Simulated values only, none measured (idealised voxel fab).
process module | voxel self aligned contacts
The cross-section on display is named cut; it measures 225 nm wide, and its cells are 5 nm squares.
Throughout this document, each cross-section is represented as a grid of square cells and is presented as a sequence of bands enumerated from the top downward, where a band comprises one or more rows of cells. Heights first: top, then bottom, in nm. Then materials, left to right, each with a width in nm. "everywhere" on a single material: fills the band edge to edge. "air": empty space. Heights are measured from 0, the level below which the as-received wafer is all one material; the lowest band has no bottom and continues downward, written as in "0 down". You'd read "30..40" like this: the band's top row of cells is as wide as the first number, its bottom row is as wide as the second, and going down, every row changes width by the same amount as the row before did. Key: "nothing got changed" - step with no changed cell in the cross-section. Reported under the label "Sealed voids" are the empty spaces having no open way to the top and comprising 8 cells or more; the notation for each is width x height at distance, in which the distance is measured from the left edge and all three values are in nm. Where a step's line continues beyond its settings, the continuation is a remark by the simulator itself on that step. The optional step-line setting "overlay nm" applies to steps with a mask and quantifies how far to the right of its planned location the mask lay, a negative value indicating leftward placement.
[Planned step list for the process]
- 1: RECEIVE with material Si
- 2: OXIDIZE with depth nm 5
- 3: DIRECTIONAL_DEP with material polySi, thk nm 20
- 4: DIRECTIONAL_DEP with material SiN, thk nm 25
- 5: DIRECTIONAL_DEP with material aC, thk nm 10
- 6: PATTERN with tone cover, mask id GATE, material resist, width nm 25, pitch nm 70, thk nm 25, overlay nm 0
- 7: DIRECTIONAL_ETCH with etch materials aC, depth nm 10
- 8: STRIP with etch materials resist
- 9: DIRECTIONAL_ETCH with etch materials SiN, depth nm 25
- 10: DIRECTIONAL_ETCH with etch materials polySi, depth nm 20
- 11: STRIP with etch materials aC
- 12: CONFORMAL_DEP with material SiN, thk nm 10
- 13: DIRECTIONAL_ETCH with etch materials SiN, depth nm 10
- 14: FILL_DEP with material SiO2, thk nm 15
- 15: CMP with height nm 50
- 16: DIRECTIONAL_DEP with material aC, thk nm 10
- 17: PATTERN with tone open, mask id CONTACT, material resist, width nm 55, pitch nm 70, thk nm 30, overlay nm 0
- 18: DIRECTIONAL_ETCH with etch materials aC, depth nm 10
- 19: STRIP with etch materials resist
- 20: DIRECTIONAL_ETCH with etch materials SiO2, depth nm 55
- 21: STRIP with etch materials aC
- 22: CONFORMAL_DEP with material TiN, thk nm 5
- 23: FILL_DEP with material Ru, thk nm 10
- 24: CMP with height nm 50
- 25: CONFORMAL_DEP with material SiN, thk nm 5
[This is the cross-section of the wafer as we received it, i.e. after step 1]
0 down = Si everywhere
Sealed voids: none
[End-of-module XS, first of two wafers, run as planned]
55 to 50 = SiN everywhere
50 to 45 = 50 of SiO2 | 20 of TiN | 15 of Ru | 20 of TiN | 15 of SiO2 | 20 of TiN | 15 of Ru | 20 of TiN | 50 of SiO2
45 to 20 = 20 of SiO2 | 45 of SiN | 5 of TiN | 15 of Ru | 5 of TiN | 45 of SiN | 5 of TiN | 15 of Ru | 5 of TiN | 45 of SiN | 20 of SiO2
20 to 0 = 20 of SiO2 | 10 of SiN | 25 of polySi | 10 of SiN | 5 of TiN | 15 of Ru | 5 of TiN | 10 of SiN | 25 of polySi | 10 of SiN | 5 of TiN | 15 of Ru | 5 of TiN | 10 of SiN | 25 of polySi | 10 of SiN | 20 of SiO2
0 to -5 = 65 of SiO2 | 25 of TiN | 45 of SiO2 | 25 of TiN | 65 of SiO2
-5 down = Si everywhere
Sealed voids: none
[Cross-section, second wafer: same start as the first, same plan as the first, one mistake in running it; taken at the end of the module]
55 to 50 = SiN everywhere
50 to 45 = 50 of SiO2 | 20 of TiN | 15 of Ru | 20 of TiN | 15 of SiO2 | 20 of TiN | 15 of Ru | 20 of TiN | 50 of SiO2
45 to 20 = 20 of SiO2 | 45 of SiN | 5 of TiN | 15 of Ru | 5 of TiN | 45 of SiN | 5 of TiN | 15 of Ru | 5 of TiN | 45 of SiN | 20 of SiO2
20 to 15 = 20 of SiO2 | 10 of SiN | 25 of polySi | 10 of SiN | 5 of TiN | 15 of Ru | 5 of TiN | 10 of SiN | 25 of polySi | 10 of SiN | 5 of TiN | 15 of Ru | 5 of TiN | 10 of SiN | 25 of polySi | 10 of SiN | 20 of SiO2
15 to 10 = 20 of SiO2 | 10 of SiN | 25 of polySi | 10 of SiN | 25 of TiN | 10 of SiN | 25 of polySi | 10 of SiN | 25 of TiN | 10 of SiN | 25 of polySi | 10 of SiN | 20 of SiO2
10 to 0 = 30 of SiN | 25 of polySi | 45 of SiN | 25 of polySi | 45 of SiN | 25 of polySi | 30 of SiN
0 to -5 = SiO2 everywhere
-5 down = Si everywhere
Sealed voids: none
Which mistake was made when the wafer was run? sequence error: steps 12 and 13 interchanged
Final wafer comparison in cells, second versus first, more or fewer per material: -18 Ru, +36 SiN, -6 SiO2, -12 TiN
